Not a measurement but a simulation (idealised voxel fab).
This section sets out a process module, namely voxel self aligned vias.
It is cross-section cut that appears here, measuring 205 nm in width, its square cells being 5 nm in size.
Bands, listed from the top down, are how a cross-section gets written in this document; the cross-section itself is a grid of square cells, and a band is one or more rows of them. The band entry comprises the height of the band's top followed by the height of its bottom, expressed in nm, and subsequently the band's materials from left to right, each stated together with its width in nm. Where a single material is marked with the word "edge to edge", that material fills the band from edge to edge. The word "air" represents empty space. Height is counted from the level 0, under which the received wafer is composed throughout of one material. The lowest of the bands is not closed at the bottom but continues downward, in the notation "top 0, no bottom". The expression "30..40" gives the width at the extremes of the band, the first number at its top row of cells and the second at its bottom row, with the width changing by equal amounts from each row to the next in between. Where the words "remained the same" appear for a step, the cross-section shows no cell changed by that step; every cell remained as before. Basically, "Voids, sealed" tells you about the enclosed voids: empty spaces with no open way to the top, 8 cells or bigger, each written width x height at distance, where distance is from the left edge, all in nm. Formally, on a step line, whatever follows the settings is a remark that the simulator itself makes on the step. overlay nm: right-of-plan distance of the mask on a masked step; negative values mean left-of-plan.

# Below is the list of planned process steps
1) RECEIVE,material Si
2) CONFORMAL_DEP,material SiO2,thk nm 10
3) CONFORMAL_DEP,material SiCN,thk nm 5
4) DIRECTIONAL_DEP,material lowk,thk nm 30
5) PATTERN,tone open,mask id LINES,material resist,width nm 20,pitch nm 55,thk nm 15,overlay nm 0
6) DIRECTIONAL_ETCH,etch materials lowk,depth nm 30
7) STRIP,etch materials resist
8) CONFORMAL_DEP,material TiN,thk nm 5
9) FILL_DEP,material W,thk nm 5
10) CMP,height nm 45
11) SELECTIVE_ETCH,etch materials W Ru TiN,depth nm 10
12) FILL_DEP,material SiN,thk nm 10
13) CMP,height nm 45
14) DIRECTIONAL_DEP,material lowk,thk nm 20
15) DIRECTIONAL_DEP,material aC,thk nm 10
16) PATTERN,tone open,mask id VIAS,material resist,width nm 30,pitch nm 55,thk nm 30,overlay nm 0
17) DIRECTIONAL_ETCH,etch materials aC,depth nm 10
18) STRIP,etch materials resist
19) DIRECTIONAL_ETCH,etch materials lowk,depth nm 20
20) DIRECTIONAL_ETCH,etch materials SiN,depth nm 10
21) STRIP,etch materials aC
22) CONFORMAL_DEP,material TiN,thk nm 5
23) FILL_DEP,material Ru,thk nm 5
24) CMP,height nm 65
25) CONFORMAL_DEP,material SiCN,thk nm 5

# Run as planned: first of two wafers

# The cross-section here shows the wafer as received, i.e. in its state after step 1
* top 0, no bottom  Si edge to edge
* Voids, sealed: none

# The wafer, seen in cross-section, after step 2
* top 10, bottom 0  SiO2 edge to edge
* Note: structure below 0 unchanged.

# The wafer, seen in cross-section, after step 3
* top 15, bottom 10  SiCN edge to edge
* Note: structure below 10 unchanged.

# The wafer, seen in cross-section, after step 4
* top 45, bottom 15  lowk edge to edge
* Note: structure below 15 unchanged.

# The wafer, seen in cross-section, after step 5
* top 60, bottom 45  resist (35), air (20), resist (35), air (20), resist (35), air (20), resist (40)
* Note: structure below 45 unchanged.

# The wafer, seen in cross-section, after step 6
* top 60, bottom 45  resist (35), air (20), resist (35), air (20), resist (35), air (20), resist (40)
* top 45, bottom 15  lowk (35), air (20), lowk (35), air (20), lowk (35), air (20), lowk (40)
* Note: structure below 15 unchanged.

# The wafer, seen in cross-section, after step 7
* top 45, bottom 15  lowk (35), air (20), lowk (35), air (20), lowk (35), air (20), lowk (40)
* Note: structure below 15 unchanged.

# The wafer, seen in cross-section, after step 8
* top 50, bottom 45  TiN (40), air (10), TiN (45), air (10), TiN (45), air (10), TiN (45)
* top 45, bottom 20  lowk (35), TiN (5), air (10), TiN (5), lowk (35), TiN (5), air (10), TiN (5), lowk (35), TiN (5), air (10), TiN (5), lowk (40)
* top 20, bottom 15  lowk (35), TiN (20), lowk (35), TiN (20), lowk (35), TiN (20), lowk (40)
* Note: structure below 15 unchanged.

# The wafer, seen in cross-section, after step 9
* top 55, bottom 50  W edge to edge
* top 50, bottom 45  TiN (40), W (10), TiN (45), W (10), TiN (45), W (10), TiN (45)
* top 45, bottom 20  lowk (35), TiN (5), W (10), TiN (5), lowk (35), TiN (5), W (10), TiN (5), lowk (35), TiN (5), W (10), TiN (5), lowk (40)
* Note: structure below 20 unchanged.

# The wafer, seen in cross-section, after step 10
* top 45, bottom 20  lowk (35), TiN (5), W (10), TiN (5), lowk (35), TiN (5), W (10), TiN (5), lowk (35), TiN (5), W (10), TiN (5), lowk (40)
* Note: structure below 20 unchanged.

# The wafer, seen in cross-section, after step 11
* top 45, bottom 35  lowk (35), air (20), lowk (35), air (20), lowk (35), air (20), lowk (40)
* Note: structure below 35 unchanged.

# The wafer, seen in cross-section, after step 12
* top 55, bottom 45  SiN edge to edge
* top 45, bottom 35  lowk (35), SiN (20), lowk (35), SiN (20), lowk (35), SiN (20), lowk (40)
* Note: structure below 35 unchanged.

# The wafer, seen in cross-section, after step 13
* top 45, bottom 35  lowk (35), SiN (20), lowk (35), SiN (20), lowk (35), SiN (20), lowk (40)
* Note: structure below 35 unchanged.

# The wafer, seen in cross-section, after step 14
* top 65, bottom 45  lowk edge to edge
* Note: structure below 45 unchanged.

# The wafer, seen in cross-section, after step 15
* top 75, bottom 65  aC edge to edge
* Note: structure below 65 unchanged.

# The wafer, seen in cross-section, after step 16
* top 105, bottom 75  resist (30), air (30), resist (25), air (30), resist (25), air (30), resist (35)
* Note: structure below 75 unchanged.

# The wafer, seen in cross-section, after step 17
* top 95, bottom 75  resist (30), air (30), resist (25), air (30), resist (25), air (30), resist (35)
* top 75, bottom 65  aC (30), air (30), aC (25), air (30), aC (25), air (30), aC (35)
* Note: structure below 65 unchanged.

# The wafer, seen in cross-section, after step 18
* top 75, bottom 65  aC (30), air (30), aC (25), air (30), aC (25), air (30), aC (35)
* Note: structure below 65 unchanged.

# The wafer, seen in cross-section, after step 19
* top 75, bottom 65  aC (30), air (30), aC (25), air (30), aC (25), air (30), aC (35)
* top 65, bottom 45  lowk (30), air (30), lowk (25), air (30), lowk (25), air (30), lowk (35)
* Note: structure below 45 unchanged.

# The wafer, seen in cross-section, after step 20
* top 75, bottom 65  aC (30), air (30), aC (25), air (30), aC (25), air (30), aC (35)
* top 65, bottom 45  lowk (30), air (30), lowk (25), air (30), lowk (25), air (30), lowk (35)
* top 45, bottom 35  lowk (35), air (20), lowk (35), air (20), lowk (35), air (20), lowk (40)
* Note: structure below 35 unchanged.

# The wafer, seen in cross-section, after step 21
* top 65, bottom 45  lowk (30), air (30), lowk (25), air (30), lowk (25), air (30), lowk (35)
* Note: structure below 45 unchanged.

# The wafer, seen in cross-section, after step 22
* top 70, bottom 65  TiN (35), air (20), TiN (35), air (20), TiN (35), air (20), TiN (40)
* top 65, bottom 50  lowk (30), TiN (5), air (20), TiN (5), lowk (25), TiN (5), air (20), TiN (5), lowk (25), TiN (5), air (20), TiN (5), lowk (35)
* top 50, bottom 40  lowk (30..35), TiN (10..5), air (10), TiN (10..5), lowk (25..35), TiN (10..5), air (10), TiN (10..5), lowk (25..35), TiN (10..5), air (10), TiN (10..5), lowk (35..40)
* top 40, bottom 35  lowk (35), TiN (20), lowk (35), TiN (20), lowk (35), TiN (20), lowk (40)
* Note: structure below 35 unchanged.

# The wafer, seen in cross-section, after step 23
* top 75, bottom 70  Ru edge to edge
* top 70, bottom 65  TiN (35), Ru (20), TiN (35), Ru (20), TiN (35), Ru (20), TiN (40)
* top 65, bottom 50  lowk (30), TiN (5), Ru (20), TiN (5), lowk (25), TiN (5), Ru (20), TiN (5), lowk (25), TiN (5), Ru (20), TiN (5), lowk (35)
* top 50, bottom 40  lowk (30..35), TiN (10..5), Ru (10), TiN (10..5), lowk (25..35), TiN (10..5), Ru (10), TiN (10..5), lowk (25..35), TiN (10..5), Ru (10), TiN (10..5), lowk (35..40)
* Note: structure below 40 unchanged.

# The wafer, seen in cross-section, after step 24
* top 65, bottom 50  lowk (30), TiN (5), Ru (20), TiN (5), lowk (25), TiN (5), Ru (20), TiN (5), lowk (25), TiN (5), Ru (20), TiN (5), lowk (35)
* Note: structure below 50 unchanged.

# The wafer, seen in cross-section, after step 25
* top 70, bottom 65  SiCN edge to edge
* Note: structure below 65 unchanged.

# second wafer: like start, like plan, one mistake. Through step 24 it matches the first wafer

# Second wafer, section view, time point: scheduled end of step 25
* top 80, bottom 65  SiCN edge to edge
* Note: structure below 65 unchanged.
It is concluded that the wafer was processed incorrectly with respect to the plan, in that step 25: run off-plan, actual operation and settings CONFORMAL_DEP,material SiCN,thk nm 15
Final difference in cells, second wafer against first, listed per material as more or fewer: 82 more of SiCN
